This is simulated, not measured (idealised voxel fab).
process module | voxel wiring stack
cross-section cut | 165 nm wide | cells 5 nm
A cross-section is a grid of square cells, given in bands from the top down. A band is one or more rows of cells.
Each band's line starts with the height of the band's top and of its bottom, in nm. Then come its materials from left to right, each with its width in nm. One material with "throughout" fills the band from edge to edge. "air" is empty space.
Height 0 is the level under which the wafer as received is all one material. The lowest band goes on downwards, as in "0 down".
A width such as "30 to 40" changes by the same amount from each row of cells to the next, from the band's top row to its bottom row.
"no change" after a step means that no cell of the cross-section changed.
closed voids: empty space of 8 cells or more with no open way to the top, each as width x height at its distance from the left edge, in nm
after a step's settings: what the simulator itself notes on the step
overlay nm, on a step with a mask: how far to the right of its planned place the mask lay; to the left if negative
plan
1 op RECEIVE | material Si
2 op CONFORMAL_DEP | material SiO2 | thk nm 15
3 op CONFORMAL_DEP | material SiCN | thk nm 5
4 op DIRECTIONAL_DEP | material lowk | thk nm 25
5 op DIRECTIONAL_DEP | material aC | thk nm 10
6 op PATTERN | tone open | mask id METAL_1 | material resist | width nm 25 | pitch nm 40 | thk nm 25 | overlay nm 0
7 op DIRECTIONAL_ETCH | etch materials aC | depth nm 10
8 op STRIP | etch materials resist
9 op DIRECTIONAL_ETCH | etch materials lowk | depth nm 25
10 op DIRECTIONAL_ETCH | etch materials SiCN | depth nm 5
11 op STRIP | etch materials aC
12 op CONFORMAL_DEP | material TiN | thk nm 5
13 op FILL_DEP | material Cu | thk nm 10
14 op CMP | height nm 45
15 op CONFORMAL_DEP | material SiCN | thk nm 5
16 op DIRECTIONAL_DEP | material SiO2 | thk nm 20
17 op PATTERN | tone open | mask id PLUG_1 | material resist | width nm 15 | pitch nm 40 | thk nm 15 | overlay nm 0
18 op DIRECTIONAL_ETCH | etch materials SiO2 | depth nm 20
19 op DIRECTIONAL_ETCH | etch materials SiCN | depth nm 5
20 op STRIP | etch materials resist
21 op EPI | material Ru | thk nm 10
22 op EPI | material Ru | thk nm 10
23 op EPI | material Ru | thk nm 5
24 op CONFORMAL_DEP | material SiCN | thk nm 5
25 op DIRECTIONAL_DEP | material SiO2 | thk nm 20
26 op DIRECTIONAL_DEP | material aC | thk nm 10
27 op PATTERN | tone open | mask id METAL_2 | material resist | width nm 25 | pitch nm 40 | thk nm 25 | overlay nm 0
28 op DIRECTIONAL_ETCH | etch materials aC | depth nm 10
29 op STRIP | etch materials resist
30 op DIRECTIONAL_ETCH | etch materials SiO2 | depth nm 20
31 op DIRECTIONAL_ETCH | etch materials SiCN | depth nm 5
32 op STRIP | etch materials aC
33 op CONFORMAL_DEP | material TiN | thk nm 5
34 op FILL_DEP | material W | thk nm 10
35 op CMP | height nm 95
36 op CONFORMAL_DEP | material SiN | thk nm 5
as received, after step 1
  0 down: Si throughout
  closed voids: none
first wafer at the end, as planned
  100 to 95: SiN throughout
  95 to 75: SiO2 30 | TiN 5 | W 15 | TiN 5 | SiO2 15 | TiN 5 | W 15 | TiN 5 | SiO2 15 | TiN 5 | W 15 | TiN 5 | SiO2 30
  75 to 70: SiCN 30 | TiN 25 | SiCN 15 | TiN 25 | SiCN 15 | TiN 25 | SiCN 30
  70 to 50: SiO2 30 | Ru 15 | SiO2 25 | Ru 15 | SiO2 25 | Ru 15 | SiO2 40
  50 to 45: SiCN 30 | Ru 15 | SiCN 25 | Ru 15 | SiCN 25 | Ru 15 | SiCN 40
  45 to 20: lowk 30 | TiN 5 | Cu 15 | TiN 5 | lowk 15 | TiN 5 | Cu 15 | TiN 5 | lowk 15 | TiN 5 | Cu 15 | TiN 5 | lowk 30
  20 to 15: SiCN 30 | TiN 25 | SiCN 15 | TiN 25 | SiCN 15 | TiN 25 | SiCN 30
  15 to 0: SiO2 throughout
  0 down: Si throughout
  closed voids: none
second wafer at the end: like start, like plan, one mistake
  100 to 95: SiN throughout
  95 to 90: SiCN 30 | TiN 25 | SiCN 15 | TiN 25 | SiCN 15 | TiN 25 | SiCN 30
  90 to 70: SiO2 30 | SiCN 5 | TiN 5 | SiCN 5 | SiO2 25 | SiCN 5 | TiN 5 | SiCN 5 | SiO2 25 | SiCN 5 | TiN 5 | SiCN 5 | SiO2 40
  70 to 50: SiO2 throughout
  50 to 45: SiCN throughout
  45 to 20: lowk 30 | TiN 5 | Cu 15 | TiN 5 | lowk 15 | TiN 5 | Cu 15 | TiN 5 | lowk 15 | TiN 5 | Cu 15 | TiN 5 | lowk 30
  20 to 15: SiCN 30 | TiN 25 | SiCN 15 | TiN 25 | SiCN 15 | TiN 25 | SiCN 30
  15 to 0: SiO2 throughout
  0 down: Si throughout
  closed voids: none
what went wrong: step 16 was run twice
at the end the second wafer has, in cells: 45 fewer of Ru | 33 more of SiCN | 60 more of SiO2 | 12 fewer of TiN | 36 fewer of W
